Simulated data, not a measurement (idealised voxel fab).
This is a process module. Its name is voxel transistor to metal.
Xsec cut, 145 nm wide, square cell size 5 nm.
Cross-section = grid of square cells, listed top down in bands; band = one or more rows.
Basically the band line says how high the top is and how high the bottom is, in nm, and then what's in it from left to right, every material with its width in nm. Empty space shows up as "empty", and if a single material carries "throughout" it runs the full band edge to edge.
Height 0 is the level under which the wafer as received is all one material. The lowest band goes on downwards, as in "top 0, no bottom".
Top row gets the first number, bottom row gets the second, and each row in between changes by the same step: that is how a band width like "30->40" works.
"remained unchanged", as given for a step, is the statement that not any cell of the cross-section underwent a change during that step.
Look at "Closed-off voids" for the closed voids: empty spaces with no open path to the top, sized 8 cells or up. Each is width x height at distance, distance from the left edge, all nm.
It should be noted that, on the line of a given step, the content following the step's settings is a remark produced by the simulator itself with respect to that step.
The optional step-line setting "overlay nm" applies to steps with a mask and quantifies how far to the right of its planned location the mask lay, a negative value indicating leftward placement.
Planned step list for the process:
1: RECEIVE, material Si
2: OXIDIZE, depth nm 5
3: CONFORMAL_DEP, material SiN, thk nm 10
4: DIRECTIONAL_DEP, material aC, thk nm 10
5: PATTERN, tone cover, mask id ACTIVE, material resist, width nm 105, thk nm 30, overlay nm 0
6: DIRECTIONAL_ETCH, etch materials aC, depth nm 10
7: STRIP, etch materials resist
8: DIRECTIONAL_ETCH, etch materials SiN, depth nm 10
9: DIRECTIONAL_ETCH, etch materials SiO2, depth nm 5
10: DIRECTIONAL_ETCH, etch materials Si, depth nm 25
11: STRIP, etch materials aC
12: FILL_DEP, material SiO2, thk nm 5
13: CMP, height nm 10
14: SELECTIVE_ETCH, etch materials SiO2, depth nm 10
15: STRIP, etch materials SiN
16: SELECTIVE_ETCH, etch materials SiO2, depth nm 5
17: OXIDIZE, depth nm 5
18: DIRECTIONAL_DEP, material polySi, thk nm 30
19: DIRECTIONAL_DEP, material SiCN, thk nm 10
20: DIRECTIONAL_DEP, material aC, thk nm 15
21: PATTERN, tone cover, mask id GATE, material resist, width nm 35, thk nm 30, overlay nm 0
22: DIRECTIONAL_ETCH, etch materials aC, depth nm 15
23: STRIP, etch materials resist
24: DIRECTIONAL_ETCH, etch materials SiCN, depth nm 20
25: DIRECTIONAL_ETCH, etch materials polySi, depth nm 40
26: STRIP, etch materials aC
27: CONFORMAL_DEP, material SiN, thk nm 5
28: DIRECTIONAL_ETCH, etch materials SiN, depth nm 5
29: DIRECTIONAL_ETCH, etch materials SiO2, depth nm 5
30: DIRECTIONAL_ETCH, etch materials Si, depth nm 5
31: EPI, material SiGe, thk nm 5
32: FILL_DEP, material SiO2, thk nm 10
33: CMP, height nm 25
34: STRIP, etch materials polySi
35: SELECTIVE_ETCH, etch materials SiO2, depth nm 5
36: CONFORMAL_DEP, material HfO2, thk nm 5
37: CONFORMAL_DEP, material TiN, thk nm 5
38: FILL_DEP, material W, thk nm 5
39: CMP, height nm 20
40: DIRECTIONAL_DEP, material SiO2, thk nm 15
41: DIRECTIONAL_DEP, material aC, thk nm 10
42: PATTERN, tone open, mask id CONTACT, material resist, width nm 15, pitch nm 80, thk nm 30, overlay nm 0
43: DIRECTIONAL_ETCH, etch materials aC, depth nm 10
44: STRIP, etch materials resist
45: DIRECTIONAL_ETCH, etch materials SiO2, depth nm 45
46: STRIP, etch materials aC
47: CONFORMAL_DEP, material TiN, thk nm 5
48: FILL_DEP, material Ru, thk nm 5
49: CMP, height nm 35
50: CONFORMAL_DEP, material SiCN, thk nm 5
51: DIRECTIONAL_DEP, material SiO2, thk nm 25
52: MASKED_ETCH, tone open, mask id METAL_1, width nm 15, pitch nm 80, etch materials SiO2, depth nm 25, overlay nm 0
53: MASKED_ETCH, tone open, mask id METAL_1, width nm 15, pitch nm 80, etch materials SiCN, depth nm 5, overlay nm 0
54: CONFORMAL_DEP, material TiN, thk nm 5
55: FILL_DEP, material Ru, thk nm 5
56: CMP, height nm 65
57: EPI, material Ru, thk nm 5
58: FILL_DEP, material SiCN, thk nm 5
So this is the incoming wafer in cross-section - it's already been through step 1:
  top 0, no bottom: Si throughout
  Closed-off voids: none
Wafer at module end, in section. Began as above, planned as above, run with one mistake:
  top 75, bottom 70: SiCN throughout
  top 70, bottom 65: SiCN 20 nm | Ru 25 nm | SiCN 55 nm | Ru 25 nm | SiCN 20 nm
  top 65, bottom 40: SiO2 25 nm | TiN 5 nm | Ru 5 nm | TiN 5 nm | SiO2 65 nm | TiN 5 nm | Ru 5 nm | TiN 5 nm | SiO2 25 nm
  top 40, bottom 35: SiCN 25 nm | TiN 15 nm | SiCN 65 nm | TiN 15 nm | SiCN 25 nm
  top 35, bottom 20: SiO2 25 nm | TiN 5 nm | Ru 5 nm | TiN 5 nm | SiO2 65 nm | TiN 5 nm | Ru 5 nm | TiN 5 nm | SiO2 25 nm
  top 20, bottom 10: SiO2 25 nm | TiN 5 nm | Ru 5 nm | TiN 5 nm | SiO2 10 nm | SiN 5 nm | HfO2 5 nm | TiN 5 nm | W 15 nm | TiN 5 nm | HfO2 5 nm | SiN 5 nm | SiO2 10 nm | TiN 5 nm | Ru 5 nm | TiN 5 nm | SiO2 25 nm
  top 10, bottom 5: SiO2 25 nm | TiN 15 nm | SiO2 10 nm | SiN 5 nm | HfO2 5 nm | TiN 5 nm | W 15 nm | TiN 5 nm | HfO2 5 nm | SiN 5 nm | SiO2 10 nm | TiN 15 nm | SiO2 25 nm
  top 5, bottom 0: SiO2 50 nm | SiN 5 nm | HfO2 5 nm | TiN 5 nm | W 15 nm | TiN 5 nm | HfO2 5 nm | SiN 5 nm | SiO2 50 nm
  top 0, bottom -5: SiO2 50 nm | SiN 5 nm | HfO2 5 nm | TiN 25 nm | HfO2 5 nm | SiN 5 nm | SiO2 50 nm
  top -5, bottom -10: SiO2 45 nm | SiGe 5 nm | HfO2 45 nm | SiGe 5 nm | SiO2 45 nm
  top -10, bottom -15: SiO2 20 nm | SiGe 30 nm | Si 45 nm | SiGe 30 nm | SiO2 20 nm
  top -15, bottom -30: SiO2 20 nm | Si 105 nm | SiO2 20 nm
  top -30, no bottom: Si throughout
  Closed-off voids: none
Diagnosis: step 40 of the plan was twice carried out
